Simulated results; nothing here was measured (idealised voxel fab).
Module name: voxel released beams (process module)
Section cut is 150 nm wide and gridded with 5 nm square cells.
Cross-section spec: square-cell grid; bands listed top down; each band is one or more rows. Basically the band line says how high the top is and how high the bottom is, in nm, and then what's in it from left to right, every material with its width in nm. Empty space shows up as "blank", and if a single material carries "everywhere" it runs the full band edge to edge. For the purposes of this specification, 0 denotes the height below which the wafer in its as-received condition is composed wholly of one material, and the lowermost band, lacking a lower limit, extends downward without end, as expressed in "z 0 and below". Width "30 to 40": first value at the band's top row of cells, second value at its bottom row, equal change from row to row. A step reported as "nothing got changed" is a step in which no cell of the cross-section changed. Empty spaces without an open route to the top, at least 8 cells in extent, make up the entry "Closed void register"; each is given as width x height at distance, where the distance is measured from the left edge, and all are in nm. On a step's line, text after the settings is the simulator commenting on that step. The setting "overlay nm" may be written on the line of a step. When the step uses a mask, the value reports how far to the right of the planned place the mask lay, and a negative value reports that it lay to the left.
## The following list gives the planned process steps
1,RECEIVE (material Si)
2,CONFORMAL_DEP (material SiN; thk nm 10)
3,DIRECTIONAL_DEP (material SiO2; thk nm 20)
4,DIRECTIONAL_DEP (material aC; thk nm 15)
5,PATTERN (tone open; mask id ANCHOR; material resist; width nm 25; thk nm 30; overlay nm 0)
6,DIRECTIONAL_ETCH (etch materials aC; depth nm 15)
7,STRIP (etch materials resist)
8,DIRECTIONAL_ETCH (etch materials SiO2; depth nm 20)
9,STRIP (etch materials aC)
10,CONFORMAL_DEP (material TiN; thk nm 10)
11,MASKED_ETCH (tone cover; mask id BEAM; width nm 85; etch materials TiN; depth nm 10; overlay nm 0)
12,STRIP (etch materials SiO2)
## Cross-section of the wafer at receipt, which is the condition after step 1
> z 0 and below  Si everywhere
> Closed void register: none
## Wafer at module end, in section. Began as above, planned as above, run with one mistake
> z 40 to 30  blank 30 nm; TiN 85 nm; blank 35 nm
> z 30 to 20  SiN everywhere
> z 20 to 0  SiO2 everywhere
> z 0 and below  Si everywhere
> Closed void register: none
What was done differently from what was planned? the processing plan was not followed for steps 2 and 3, which were run with their positions exchanged
